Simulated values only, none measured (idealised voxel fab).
process module | voxel ribs on slabs
Section cut is 290 nm wide and gridded with 5 nm square cells.
Cross-sections here: square-cell grids, written as top-down lists of bands, a band being one or more rows of cells.
Top, bottom (nm), then materials left to right with widths (nm); lone material tagged "edge to edge" fills the whole band edge to edge; "empty" = empty space.
For the purposes of this specification, 0 denotes the height below which the wafer in its as-received condition is composed wholly of one material, and the lowermost band, lacking a lower limit, extends downward without end, as expressed in "z 0 and below".
Top row gets the first number, bottom row gets the second, and each row in between changes by the same step: that is how a band width like "30 to 40" works.
When a step is marked "remained unchanged", none of the cells in the cross-section changed during that step.
"Sealed internal voids" contains a list of empty spaces, each no smaller than 8 cells and without an open way to the top, written in the form width x height at distance with the distance from the left edge and all three in nm.
Anything after a step's settings on that line? It's the simulator's own note about the step.
"overlay nm" denotes, for a step that has a mask, the displacement of the mask to the right of its planned place, with negative values corresponding to the left.

THIS SECTION LISTS THE PROCESS STEPS THAT WERE PLANNED
- 1: RECEIVE with material Si
- 2: DIRECTIONAL_DEP with material SiO2, thk nm 30
- 3: DIRECTIONAL_DEP with material SiN, thk nm 20
- 4: MASKED_ETCH with tone cover, mask id RIB, width nm 20, etch materials SiN, depth nm 10, overlay nm 0
- 5: MASKED_ETCH with tone cover, mask id SLAB, width nm 80, etch materials SiN, depth nm 15, overlay nm 0
- 6: FILL_DEP with material SiO2, thk nm 20
- 7: CMP with height nm 70
- 8: DIRECTIONAL_DEP with material W, thk nm 5
- 9: MASKED_ETCH with tone cover, mask id HEATER, width nm 30, etch materials W, depth nm 5, overlay nm 0
- 10: CONFORMAL_DEP with material SiO2, thk nm 5
Split variable: thk nm, step 3. Plan value = first wafer. Wafers start alike.

CROSS-SECTION OF THE FIRST OF SEVERAL WAFERS AS RECEIVED (AFTER STEP 1)
  z 0 and below  Si edge to edge
  Sealed internal voids: none

EVERY ROW IN THIS TABLE IS A WAFER AT THE END OF THE MODULE, AND IT GIVES, FOR EACH OF THE MATERIALS, THE CELLS THAT WAFER HAS GAINED (+) OR LOST (-) SINCE IT WAS RECEIVED, THEN ITS CLOSED VOIDS
thk nm 20 | +40 SiN | +832 SiO2 | +6 W | Sealed internal voids: none
thk nm 25 | +56 SiN | +816 SiO2 | +6 W | Sealed internal voids: none
thk nm 30 | +114 SiN | +758 SiO2 | +6 W | Sealed internal voids: none
thk nm 35 | +172 SiN | +700 SiO2 | +6 W | Sealed internal voids: none
thk nm 40 | +230 SiN | +642 SiO2 | +6 W | Sealed internal voids: none
